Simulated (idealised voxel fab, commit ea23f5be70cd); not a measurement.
Process module under the name voxel ribs on slabs
Displayed cross-section: cut, width of 155 nm, square cells sized 5 nm.
A cross-section is written here as square cells arranged in a grid, and it is given in bands from the top down, each band taking up one or more rows of cells.
Basically the band line says how high the top is and how high the bottom is, in nm, and then what's in it from left to right, every material with its width in nm. Empty space shows up as "blank", and if a single material carries "edge to edge" it runs the full band edge to edge.
Below 0: as-received wafer, all one material; heights counted from there. Lowest band: no bottom, goes on down, written "0 and below".
Quick explanation for "30..40": the width changes in equal steps down the rows of cells, from the first number in the band's top row to the second number in its bottom row.
Step marked "changes: none"? Then no cell in the cross-section changed in it.
"Enclosed empty spaces" contains a list of empty spaces, each no smaller than 8 cells and without an open way to the top, written in the form width x height at distance with the distance from the left edge and all three in nm.
Past the settings on a step's line: simulator remark, on that step.
The setting "overlay nm" may be written on the line of a step. When the step uses a mask, the value reports how far to the right of the planned place the mask lay, and a negative value reports that it lay to the left.

**Below is the list of planned process steps**
1. RECEIVE (material Si)
2. DIRECTIONAL_DEP (material SiO2; thk nm 25)
3. DIRECTIONAL_DEP (material SiN; thk nm 15)
4. PATTERN (tone cover; mask id RIB; material resist; width nm 15; thk nm 15; overlay nm 0)
5. DIRECTIONAL_ETCH (etch materials SiN; depth nm 10)
6. STRIP (etch materials resist)
7. MASKED_ETCH (tone cover; mask id SLAB; width nm 65; etch materials SiN; depth nm 5; overlay nm 0)
8. FILL_DEP (material SiO2; thk nm 20)
9. CMP (height nm 55)
10. DIRECTIONAL_DEP (material W; thk nm 10)
11. MASKED_ETCH (tone cover; mask id HEATER; width nm 15; etch materials W; depth nm 10; overlay nm 0)
12. CONFORMAL_DEP (material SiO2; thk nm 10)
What sets these wafers apart? The width nm at step 11. They all start alike, and the plan carries the first wafer's value.

**This is how the first of several wafers looked in cross-section when it arrived, which is after step 1**
  0 and below = Si edge to edge
  Enclosed empty spaces: none

**Quick look at the cross-section of the first of several wafers after step 12, which wraps up the module**
  75 down to 65 = 60 nm blank, then 35 nm SiO2, then 60 nm blank
  65 down to 55 = 70 nm SiO2, then 15 nm W, then 70 nm SiO2
  55 down to 40 = SiO2 edge to edge
  40 down to 30 = 70 nm SiO2, then 15 nm SiN, then 70 nm SiO2
  30 down to 25 = 45 nm SiO2, then 65 nm SiN, then 45 nm SiO2
  25 down to 0 = SiO2 edge to edge
  0 and below = Si edge to edge
  Enclosed empty spaces: none

**The last wafer as seen in cross-section at the end of the module**
  75 down to 65 = 50 nm blank, then 60 nm SiO2, then 45 nm blank
  65 down to 55 = 60 nm SiO2, then 40 nm W, then 55 nm SiO2
  55 down to 40 = SiO2 edge to edge
  40 down to 30 = 70 nm SiO2, then 15 nm SiN, then 70 nm SiO2
  30 down to 25 = 45 nm SiO2, then 65 nm SiN, then 45 nm SiO2
  25 down to 0 = SiO2 edge to edge
  0 and below = Si edge to edge
  Enclosed empty spaces: none

**Here is how to read the rows: every wafer has a row, and it shows the wafer at the end of the module, giving for each material how many cells were gained (+) or lost (-) since the wafer was received, then listing its closed voids**
width nm 15; +19 SiN; +392 SiO2; +6 W; Enclosed empty spaces: none
width nm 20; +19 SiN; +392 SiO2; +8 W; Enclosed empty spaces: none
width nm 25; +19 SiN; +392 SiO2; +10 W; Enclosed empty spaces: none
width nm 30; +19 SiN; +392 SiO2; +12 W; Enclosed empty spaces: none
width nm 35; +19 SiN; +392 SiO2; +14 W; Enclosed empty spaces: none
width nm 40; +19 SiN; +392 SiO2; +16 W; Enclosed empty spaces: none
